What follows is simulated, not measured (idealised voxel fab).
Documented hereafter: the process module known as voxel self aligned vias.
FYI the section here is cut, 270 nm wide, cells are 5 nm squares.
Cross-section layout: square cells on a grid; listed as bands, top to bottom; a band spans one or more cell rows.
What a band's entry tells you: where the top is and where the bottom is, as heights in nm, and after that what lies inside, material by material from left to right, each with its width in nm. Empty space is written as the word "empty", and a single material marked with the word "full width" occupies the band from edge to edge.
Zero point of the height axis is 0; under it, received wafer = one material. Lowest band: continues down indefinitely, "z 0 and below".
It should be noted that a width expressed as "30->40" varies in equal increments from row to row of cells within the band, taking the value of the first number at the top row and that of the second number at the bottom row.
Where a step carries "nothing altered", the cross-section came out of it unchanged, cell for cell.
So "Enclosed void catalog" is basically the list of trapped voids: any empty space of 8 cells or more that can't reach the top through an opening. They're written width x height at distance, the distance being from the left edge, and it's all nm.
What comes after the settings on a step's line is commentary from the simulator itself on that step.
overlay nm, on a step with a mask: how far to the right of its planned place the mask lay; to the left if negative
Process steps - plan
1. RECEIVE | material Si
2. CONFORMAL_DEP | material SiO2 | thk nm 15
3. CONFORMAL_DEP | material SiCN | thk nm 5
4. DIRECTIONAL_DEP | material SiO2 | thk nm 25
5. MASKED_ETCH | tone open | mask id LINES | width nm 30 | pitch nm 80 | etch materials SiO2 | depth nm 25 | overlay nm 0
6. CONFORMAL_DEP | material TiN | thk nm 5
7. FILL_DEP | material W | thk nm 10
8. CMP | height nm 45
9. SELECTIVE_ETCH | etch materials W Ru TiN | depth nm 10
10. FILL_DEP | material SiN | thk nm 10
11. CMP | height nm 45
12. DIRECTIONAL_DEP | material SiO2 | thk nm 15
13. PATTERN | tone open | mask id VIAS | material resist | width nm 50 | pitch nm 80 | thk nm 20 | overlay nm 0
14. DIRECTIONAL_ETCH | etch materials SiO2 | depth nm 15
15. DIRECTIONAL_ETCH | etch materials SiN | depth nm 10
16. STRIP | etch materials resist
17. CONFORMAL_DEP | material TiN | thk nm 5
18. FILL_DEP | material W | thk nm 10
19. CMP | height nm 60
20. CONFORMAL_DEP | material SiCN | thk nm 5
So this is the incoming wafer in cross-section - it's already been through step 1
    z 0 and below = Si full width
    Enclosed void catalog: none
Look at the cross-section after the module: the wafer started out the way shown above and the plan was the one shown above, yet one mistake was made along the way
    z 65 to 60 = SiCN full width
    z 60 to 50 = 70 SiO2, 5 TiN, 45 W, 5 TiN, 25 SiO2, 5 TiN, 45 W, 5 TiN, 65 SiO2
    z 50 to 40 = 70->80 SiO2, 15->5 TiN, 20 W, 20->5 TiN, 25->50 SiO2, 15->5 TiN, 20 W, 20->5 TiN, 65->80 SiO2
    z 40 to 35 = 80 SiO2, 30 TiN, 50 SiO2, 30 TiN, 80 SiO2
    z 35 to 25 = 80 SiO2, 5 TiN, 20 W, 5 TiN, 50 SiO2, 5 TiN, 20 W, 5 TiN, 80 SiO2
    z 25 to 20 = 80 SiO2, 30 TiN, 50 SiO2, 30 TiN, 80 SiO2
    z 20 to 15 = SiCN full width
    z 15 to 0 = SiO2 full width
    z 0 and below = Si full width
    Enclosed void catalog: none
Heads up, the wafer didn't run the way we planned it: contrary to plan, step 13 was performed as PATTERN | tone open | mask id VIAS | material resist | width nm 55 | pitch nm 80 | thk nm 20 | overlay nm 0
